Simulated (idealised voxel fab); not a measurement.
The document below concerns the process module designated voxel transistor to metal.
Cross-section cut: width 160 nm, square cells of 5 nm.
Heads up, the way a cross-section reads in here is a grid of square cells, handed over as bands from the top down, with every band being one or more rows of cells.
The entry gives the band's vertical extent as a top height and a bottom height in nm, then its horizontal make-up as materials from left to right, each with a width in nm. "empty" stands for empty space; a single material marked "everywhere" fills the band edge to edge.
Heights are measured from 0, the level below which the as-received wafer is all one material; the lowest band has no bottom and continues downward, written as in "z 0 and below".
Per-row width for "30->40": begins at first number (top row of band), ends at second number (bottom row), increment between rows held constant.
"no modification" for a step: no cell of the cross-section changed in that step.
So "Completely enclosed voids" is basically the list of trapped voids: any empty space of 8 cells or more that can't reach the top through an opening. They're written width x height at distance, the distance being from the left edge, and it's all nm.
If you see something after the settings on a step's line, that's the simulator's own remark about that step.
overlay nm: mask right of planned place by this much (step with mask). Neg. = left.

-- List of planned process steps
1 RECEIVE,material Si
2 OXIDIZE,depth nm 5
3 CONFORMAL_DEP,material SiN,thk nm 10
4 DIRECTIONAL_DEP,material aC,thk nm 10
5 PATTERN,tone cover,mask id ACTIVE,material resist,width nm 120,thk nm 25,overlay nm 0
6 DIRECTIONAL_ETCH,etch materials aC,depth nm 10
7 STRIP,etch materials resist
8 DIRECTIONAL_ETCH,etch materials SiN,depth nm 10
9 DIRECTIONAL_ETCH,etch materials SiO2,depth nm 5
10 DIRECTIONAL_ETCH,etch materials Si,depth nm 20
11 STRIP,etch materials aC
12 OXIDIZE,depth nm 5
13 FILL_DEP,material SiO2,thk nm 5
14 CMP,height nm 10
15 SELECTIVE_ETCH,etch materials SiO2,depth nm 5
16 STRIP,etch materials SiN
17 SELECTIVE_ETCH,etch materials SiO2,depth nm 5
18 OXIDIZE,depth nm 5
19 DIRECTIONAL_DEP,material polySi,thk nm 30
20 DIRECTIONAL_DEP,material SiCN,thk nm 10
21 PATTERN,tone cover,mask id GATE,material resist,width nm 20,thk nm 15,overlay nm 0
22 DIRECTIONAL_ETCH,etch materials SiCN,depth nm 20
23 DIRECTIONAL_ETCH,etch materials polySi,depth nm 40
24 STRIP,etch materials resist
25 CONFORMAL_DEP,material SiN,thk nm 10
26 DIRECTIONAL_ETCH,etch materials SiN,depth nm 10
27 DIRECTIONAL_ETCH,etch materials SiO2,depth nm 5
28 EPI,material nSi,thk nm 5
29 FILL_DEP,material SiO2,thk nm 5
30 CMP,height nm 35
31 DIRECTIONAL_DEP,material SiO2,thk nm 15
32 MASKED_ETCH,tone open,mask id CONTACT,width nm 35,pitch nm 65,etch materials SiO2,depth nm 55,overlay nm 0
33 CONFORMAL_DEP,material TiN,thk nm 5
34 FILL_DEP,material Ru,thk nm 10
35 CMP,height nm 50
36 CONFORMAL_DEP,material SiN,thk nm 5
37 DIRECTIONAL_DEP,material SiO2,thk nm 25
38 DIRECTIONAL_DEP,material aC,thk nm 15
39 PATTERN,tone open,mask id METAL_1,material resist,width nm 20,pitch nm 80,thk nm 30,overlay nm 0
40 DIRECTIONAL_ETCH,etch materials aC,depth nm 15
41 STRIP,etch materials resist
42 DIRECTIONAL_ETCH,etch materials SiO2,depth nm 25
43 DIRECTIONAL_ETCH,etch materials SiN,depth nm 5
44 STRIP,etch materials aC
45 CONFORMAL_DEP,material TiN,thk nm 5
46 FILL_DEP,material W,thk nm 5
47 CMP,height nm 80
48 CONFORMAL_DEP,material SiN,thk nm 5

-- The first of two wafers, run as planned

-- Received-state cross-section, reflecting completion of step 1
* z 0 and below: Si everywhere
* Completely enclosed voids: none

-- Wafer xsec, post step 2
* z 0 to -5: SiO2 everywhere
* At heights below -5, the structure remains unaltered.

-- Wafer xsec, post step 3
* z 10 to 0: SiN everywhere
* At heights below 0, the structure remains unaltered.

-- Wafer xsec, post step 4
* z 20 to 10: aC everywhere
* At heights below 10, the structure remains unaltered.

-- Wafer xsec, post step 5
* z 45 to 20: empty: 20 | resist: 120 | empty: 20
* At heights below 20, the structure remains unaltered.

-- Wafer xsec, post step 6
* z 35 to 20: empty: 20 | resist: 120 | empty: 20
* z 20 to 10: empty: 20 | aC: 120 | empty: 20
* At heights below 10, the structure remains unaltered.

-- Wafer xsec, post step 7
* z 20 to 10: empty: 20 | aC: 120 | empty: 20
* At heights below 10, the structure remains unaltered.

-- Wafer xsec, post step 8
* z 20 to 10: empty: 20 | aC: 120 | empty: 20
* z 10 to 0: empty: 20 | SiN: 120 | empty: 20
* At heights below 0, the structure remains unaltered.

-- Wafer xsec, post step 9
* z 20 to 10: empty: 20 | aC: 120 | empty: 20
* z 10 to 0: empty: 20 | SiN: 120 | empty: 20
* z 0 to -5: empty: 20 | SiO2: 120 | empty: 20
* At heights below -5, the structure remains unaltered.

-- Wafer xsec, post step 10
* z 20 to 10: empty: 20 | aC: 120 | empty: 20
* z 10 to 0: empty: 20 | SiN: 120 | empty: 20
* z 0 to -5: empty: 20 | SiO2: 120 | empty: 20
* z -5 to -25: empty: 20 | Si: 120 | empty: 20
* At heights below -25, the structure remains unaltered.

-- Wafer xsec, post step 11
* z 10 to 0: empty: 20 | SiN: 120 | empty: 20
* At heights below 0, the structure remains unaltered.

-- Wafer xsec, post step 12
* z 10 to 0: empty: 20 | SiN: 120 | empty: 20
* z 0 to -5: empty: 20 | SiO2: 120 | empty: 20
* z -5 to -25: empty: 20 | SiO2: 5 | Si: 110 | SiO2: 5 | empty: 20
* z -25 to -30: SiO2: 25 | Si: 110 | SiO2: 25
* At heights below -30, the structure remains unaltered.

-- Wafer xsec, post step 13
* z 15 to 10: SiO2 everywhere
* z 10 to 0: SiO2: 20 | SiN: 120 | SiO2: 20
* z 0 to -5: SiO2 everywhere
* z -5 to -30: SiO2: 25 | Si: 110 | SiO2: 25
* At heights below -30, the structure remains unaltered.

-- Wafer xsec, post step 14
* z 10 to 0: SiO2: 20 | SiN: 120 | SiO2: 20
* At heights below 0, the structure remains unaltered.

-- Wafer xsec, post step 15
* z 10 to 5: empty: 20 | SiN: 120 | empty: 20
* At heights below 5, the structure remains unaltered.

-- Wafer xsec, post step 16
* z 5 to 0: SiO2: 20 | empty: 120 | SiO2: 20
* At heights below 0, the structure remains unaltered.

-- Wafer xsec, post step 17
* z 0 to -5: SiO2: 15 | empty: 130 | SiO2: 15
* At heights below -5, the structure remains unaltered.

-- Wafer xsec, post step 18
* z 0 to -5: SiO2: 15 | empty: 130 | SiO2: 15
* z -5 to -10: SiO2 everywhere
* At heights below -10, the structure remains unaltered.

-- Wafer xsec, post step 19
* z 30 to 25: polySi: 15 | empty: 130 | polySi: 15
* z 25 to 0: polySi everywhere
* z 0 to -5: SiO2: 15 | polySi: 130 | SiO2: 15
* At heights below -5, the structure remains unaltered.

-- Wafer xsec, post step 20
* z 40 to 35: SiCN: 15 | empty: 130 | SiCN: 15
* z 35 to 30: SiCN everywhere
* z 30 to 25: polySi: 15 | SiCN: 130 | polySi: 15
* At heights below 25, the structure remains unaltered.

-- Wafer xsec, post step 21
* z 55 to 40: empty: 70 | resist: 20 | empty: 70
* z 40 to 35: SiCN: 15 | empty: 55 | resist: 20 | empty: 55 | SiCN: 15
* At heights below 35, the structure remains unaltered.

-- Wafer xsec, post step 22
* z 55 to 35: empty: 70 | resist: 20 | empty: 70
* z 35 to 30: empty: 70 | SiCN: 20 | empty: 70
* z 30 to 25: polySi: 15 | empty: 55 | SiCN: 20 | empty: 55 | polySi: 15
* At heights below 25, the structure remains unaltered.

-- Wafer xsec, post step 23
* z 55 to 35: empty: 70 | resist: 20 | empty: 70
* z 35 to 25: empty: 70 | SiCN: 20 | empty: 70
* z 25 to 0: empty: 70 | polySi: 20 | empty: 70
* z 0 to -5: SiO2: 15 | empty: 55 | polySi: 20 | empty: 55 | SiO2: 15
* At heights below -5, the structure remains unaltered.

-- Wafer xsec, post step 24
* z 35 to 25: empty: 70 | SiCN: 20 | empty: 70
* At heights below 25, the structure remains unaltered.

-- Wafer xsec, post step 25
* z 45 to 35: empty: 60 | SiN: 40 | empty: 60
* z 35 to 25: empty: 60 | SiN: 10 | SiCN: 20 | SiN: 10 | empty: 60
* z 25 to 10: empty: 60 | SiN: 10 | polySi: 20 | SiN: 10 | empty: 60
* z 10 to 5: SiN: 25 | empty: 35 | SiN: 10 | polySi: 20 | SiN: 10 | empty: 35 | SiN: 25
* z 5 to 0: SiN: 70 | polySi: 20 | SiN: 70
* z 0 to -5: SiO2: 15 | SiN: 55 | polySi: 20 | SiN: 55 | SiO2: 15
* At heights below -5, the structure remains unaltered.

-- Wafer xsec, post step 26
* z 35 to 25: empty: 60 | SiN: 10 | SiCN: 20 | SiN: 10 | empty: 60
* z 25 to 0: empty: 60 | SiN: 10 | polySi: 20 | SiN: 10 | empty: 60
* z 0 to -5: SiO2: 15 | SiN: 10 | empty: 35 | SiN: 10 | polySi: 20 | SiN: 10 | empty: 35 | SiN: 10 | SiO2: 15
* At heights below -5, the structure remains unaltered.

-- Wafer xsec, post step 27
* z 35 to 25: empty: 60 | SiN: 10 | SiCN: 20 | SiN: 10 | empty: 60
* z 25 to 0: empty: 60 | SiN: 10 | polySi: 20 | SiN: 10 | empty: 60
* z 0 to -5: empty: 15 | SiN: 10 | empty: 35 | SiN: 10 | polySi: 20 | SiN: 10 | empty: 35 | SiN: 10 | empty: 15
* z -5 to -10: SiO2: 25 | empty: 35 | SiO2: 40 | empty: 35 | SiO2: 25
* At heights below -10, the structure remains unaltered.

-- Wafer xsec, post step 28
* z 35 to 25: empty: 60 | SiN: 10 | SiCN: 20 | SiN: 10 | empty: 60
* z 25 to 0: empty: 60 | SiN: 10 | polySi: 20 | SiN: 10 | empty: 60
* z 0 to -5: empty: 15 | SiN: 10 | empty: 35 | SiN: 10 | polySi: 20 | SiN: 10 | empty: 35 | SiN: 10 | empty: 15
* z -5 to -10: SiO2: 25 | nSi: 35 | SiO2: 40 | nSi: 35 | SiO2: 25
* At heights below -10, the structure remains unaltered.

-- Wafer xsec, post step 29
* z 40 to 35: SiO2 everywhere
* z 35 to 25: SiO2: 60 | SiN: 10 | SiCN: 20 | SiN: 10 | SiO2: 60
* z 25 to 0: SiO2: 60 | SiN: 10 | polySi: 20 | SiN: 10 | SiO2: 60
* z 0 to -5: SiO2: 15 | SiN: 10 | SiO2: 35 | SiN: 10 | polySi: 20 | SiN: 10 | SiO2: 35 | SiN: 10 | SiO2: 15
* At heights below -5, the structure remains unaltered.

-- Wafer xsec, post step 30
* z 35 to 25: SiO2: 60 | SiN: 10 | SiCN: 20 | SiN: 10 | SiO2: 60
* At heights below 25, the structure remains unaltered.

-- Wafer xsec, post step 31
* z 50 to 35: SiO2 everywhere
* At heights below 35, the structure remains unaltered.

-- Wafer xsec, post step 32
* z 50 to 35: SiO2: 30 | empty: 35 | SiO2: 30 | empty: 35 | SiO2: 30
* z 35 to 25: SiO2: 30 | empty: 30 | SiN: 10 | SiCN: 20 | SiN: 10 | empty: 30 | SiO2: 30
* z 25 to 0: SiO2: 30 | empty: 30 | SiN: 10 | polySi: 20 | SiN: 10 | empty: 30 | SiO2: 30
* z 0 to -5: SiO2: 15 | SiN: 10 | SiO2: 5 | empty: 30 | SiN: 10 | polySi: 20 | SiN: 10 | empty: 30 | SiO2: 5 | SiN: 10 | SiO2: 15
* At heights below -5, the structure remains unaltered.

-- Wafer xsec, post step 33
* z 55 to 50: TiN: 35 | empty: 25 | TiN: 40 | empty: 25 | TiN: 35
* z 50 to 40: SiO2: 30 | TiN: 5 | empty: 25 | TiN: 5 | SiO2: 30 | TiN: 5 | empty: 25 | TiN: 5 | SiO2: 30
* z 40 to 35: SiO2: 30 | TiN: 5 | empty: 20 | TiN: 10 | SiO2: 30 | TiN: 10 | empty: 20 | TiN: 5 | SiO2: 30
* z 35 to 25: SiO2: 30 | TiN: 5 | empty: 20 | TiN: 5 | SiN: 10 | SiCN: 20 | SiN: 10 | TiN: 5 | empty: 20 | TiN: 5 | SiO2: 30
* z 25 to 0: SiO2: 30 | TiN: 5 | empty: 20 | TiN: 5 | SiN: 10 | polySi: 20 | SiN: 10 | TiN: 5 | empty: 20 | TiN: 5 | SiO2: 30
* z 0 to -5: SiO2: 15 | SiN: 10 | SiO2: 5 | TiN: 30 | SiN: 10 | polySi: 20 | SiN: 10 | TiN: 30 | SiO2: 5 | SiN: 10 | SiO2: 15
* At heights below -5, the structure remains unaltered.

-- Wafer xsec, post step 34
* z 65 to 55: Ru everywhere
* z 55 to 50: TiN: 35 | Ru: 25 | TiN: 40 | Ru: 25 | TiN: 35
* z 50 to 40: SiO2: 30 | TiN: 5 | Ru: 25 | TiN: 5 | SiO2: 30 | TiN: 5 | Ru: 25 | TiN: 5 | SiO2: 30
* z 40 to 35: SiO2: 30 | TiN: 5 | Ru: 20 | TiN: 10 | SiO2: 30 | TiN: 10 | Ru: 20 | TiN: 5 | SiO2: 30
* z 35 to 25: SiO2: 30 | TiN: 5 | Ru: 20 | TiN: 5 | SiN: 10 | SiCN: 20 | SiN: 10 | TiN: 5 | Ru: 20 | TiN: 5 | SiO2: 30
* z 25 to 0: SiO2: 30 | TiN: 5 | Ru: 20 | TiN: 5 | SiN: 10 | polySi: 20 | SiN: 10 | TiN: 5 | Ru: 20 | TiN: 5 | SiO2: 30
* At heights below 0, the structure remains unaltered.

-- Wafer xsec, post step 35
* z 50 to 40: SiO2: 30 | TiN: 5 | Ru: 25 | TiN: 5 | SiO2: 30 | TiN: 5 | Ru: 25 | TiN: 5 | SiO2: 30
* At heights below 40, the structure remains unaltered.

-- Wafer xsec, post step 36
* z 55 to 50: SiN everywhere
* At heights below 50, the structure remains unaltered.

-- Wafer xsec, post step 37
* z 80 to 55: SiO2 everywhere
* At heights below 55, the structure remains unaltered.

-- Wafer xsec, post step 38
* z 95 to 80: aC everywhere
* At heights below 80, the structure remains unaltered.

-- Wafer xsec, post step 39
* z 125 to 95: resist: 30 | empty: 20 | resist: 60 | empty: 20 | resist: 30
* At heights below 95, the structure remains unaltered.

-- Wafer xsec, post step 40
* z 110 to 95: resist: 30 | empty: 20 | resist: 60 | empty: 20 | resist: 30
* z 95 to 80: aC: 30 | empty: 20 | aC: 60 | empty: 20 | aC: 30
* At heights below 80, the structure remains unaltered.

-- Wafer xsec, post step 41
* z 95 to 80: aC: 30 | empty: 20 | aC: 60 | empty: 20 | aC: 30
* At heights below 80, the structure remains unaltered.

-- Wafer xsec, post step 42
* z 95 to 80: aC: 30 | empty: 20 | aC: 60 | empty: 20 | aC: 30
* z 80 to 55: SiO2: 30 | empty: 20 | SiO2: 60 | empty: 20 | SiO2: 30
* At heights below 55, the structure remains unaltered.

-- Wafer xsec, post step 43
* z 95 to 80: aC: 30 | empty: 20 | aC: 60 | empty: 20 | aC: 30
* z 80 to 55: SiO2: 30 | empty: 20 | SiO2: 60 | empty: 20 | SiO2: 30
* z 55 to 50: SiN: 30 | empty: 20 | SiN: 60 | empty: 20 | SiN: 30
* At heights below 50, the structure remains unaltered.

-- Wafer xsec, post step 44
* z 80 to 55: SiO2: 30 | empty: 20 | SiO2: 60 | empty: 20 | SiO2: 30
* At heights below 55, the structure remains unaltered.

-- Wafer xsec, post step 45
* z 85 to 80: TiN: 35 | empty: 10 | TiN: 70 | empty: 10 | TiN: 35
* z 80 to 55: SiO2: 30 | TiN: 5 | empty: 10 | TiN: 5 | SiO2: 60 | TiN: 5 | empty: 10 | TiN: 5 | SiO2: 30
* z 55 to 50: SiN: 30 | TiN: 20 | SiN: 60 | TiN: 20 | SiN: 30
* At heights below 50, the structure remains unaltered.

-- Wafer xsec, post step 46
* z 90 to 85: W everywhere
* z 85 to 80: TiN: 35 | W: 10 | TiN: 70 | W: 10 | TiN: 35
* z 80 to 55: SiO2: 30 | TiN: 5 | W: 10 | TiN: 5 | SiO2: 60 | TiN: 5 | W: 10 | TiN: 5 | SiO2: 30
* At heights below 55, the structure remains unaltered.

-- Wafer xsec, post step 47
* z 80 to 55: SiO2: 30 | TiN: 5 | W: 10 | TiN: 5 | SiO2: 60 | TiN: 5 | W: 10 | TiN: 5 | SiO2: 30
* At heights below 55, the structure remains unaltered.

-- Wafer xsec, post step 48
* z 85 to 80: SiN everywhere
* At heights below 80, the structure remains unaltered.

-- Second wafer, same starting state and plan as the first, one mistake in the run, identical through step 38

-- X-section, second wafer, when step 39 was due to finish
* z 125 to 95: resist: 25 | empty: 30 | resist: 50 | empty: 30 | resist: 25
* At heights below 95, the structure remains unaltered.

-- X-section, second wafer, when step 40 was due to finish
* z 110 to 95: resist: 25 | empty: 30 | resist: 50 | empty: 30 | resist: 25
* z 95 to 80: aC: 25 | empty: 30 | aC: 50 | empty: 30 | aC: 25
* At heights below 80, the structure remains unaltered.

-- X-section, second wafer, when step 41 was due to finish
* z 95 to 80: aC: 25 | empty: 30 | aC: 50 | empty: 30 | aC: 25
* At heights below 80, the structure remains unaltered.

-- X-section, second wafer, when step 42 was due to finish
* z 95 to 80: aC: 25 | empty: 30 | aC: 50 | empty: 30 | aC: 25
* z 80 to 55: SiO2: 25 | empty: 30 | SiO2: 50 | empty: 30 | SiO2: 25
* At heights below 55, the structure remains unaltered.

-- X-section, second wafer, when step 43 was due to finish
* z 95 to 80: aC: 25 | empty: 30 | aC: 50 | empty: 30 | aC: 25
* z 80 to 55: SiO2: 25 | empty: 30 | SiO2: 50 | empty: 30 | SiO2: 25
* z 55 to 50: SiN: 25 | empty: 30 | SiN: 50 | empty: 30 | SiN: 25
* At heights below 50, the structure remains unaltered.

-- X-section, second wafer, when step 44 was due to finish
* z 80 to 55: SiO2: 25 | empty: 30 | SiO2: 50 | empty: 30 | SiO2: 25
* At heights below 55, the structure remains unaltered.

-- X-section, second wafer, when step 45 was due to finish
* z 85 to 80: TiN: 30 | empty: 20 | TiN: 60 | empty: 20 | TiN: 30
* z 80 to 55: SiO2: 25 | TiN: 5 | empty: 20 | TiN: 5 | SiO2: 50 | TiN: 5 | empty: 20 | TiN: 5 | SiO2: 25
* z 55 to 50: SiN: 25 | TiN: 30 | SiN: 50 | TiN: 30 | SiN: 25
* At heights below 50, the structure remains unaltered.

-- X-section, second wafer, when step 46 was due to finish
* z 90 to 85: W everywhere
* z 85 to 80: TiN: 30 | W: 20 | TiN: 60 | W: 20 | TiN: 30
* z 80 to 55: SiO2: 25 | TiN: 5 | W: 20 | TiN: 5 | SiO2: 50 | TiN: 5 | W: 20 | TiN: 5 | SiO2: 25
* At heights below 55, the structure remains unaltered.

-- X-section, second wafer, when step 47 was due to finish
* z 80 to 55: SiO2: 25 | TiN: 5 | W: 20 | TiN: 5 | SiO2: 50 | TiN: 5 | W: 20 | TiN: 5 | SiO2: 25
* At heights below 55, the structure remains unaltered.

-- X-section, second wafer, when step 48 was due to finish
* z 85 to 80: SiN everywhere
* At heights below 80, the structure remains unaltered.
Here's what went sideways: step 39 changed vs plan, executed as PATTERN,tone open,mask id METAL_1,material resist,width nm 30,pitch nm 80,thk nm 30,overlay nm 0
End of process, cell counts, second wafer against first, materials with more or fewer: SiN -4, SiO2 -20, TiN +4, W +20
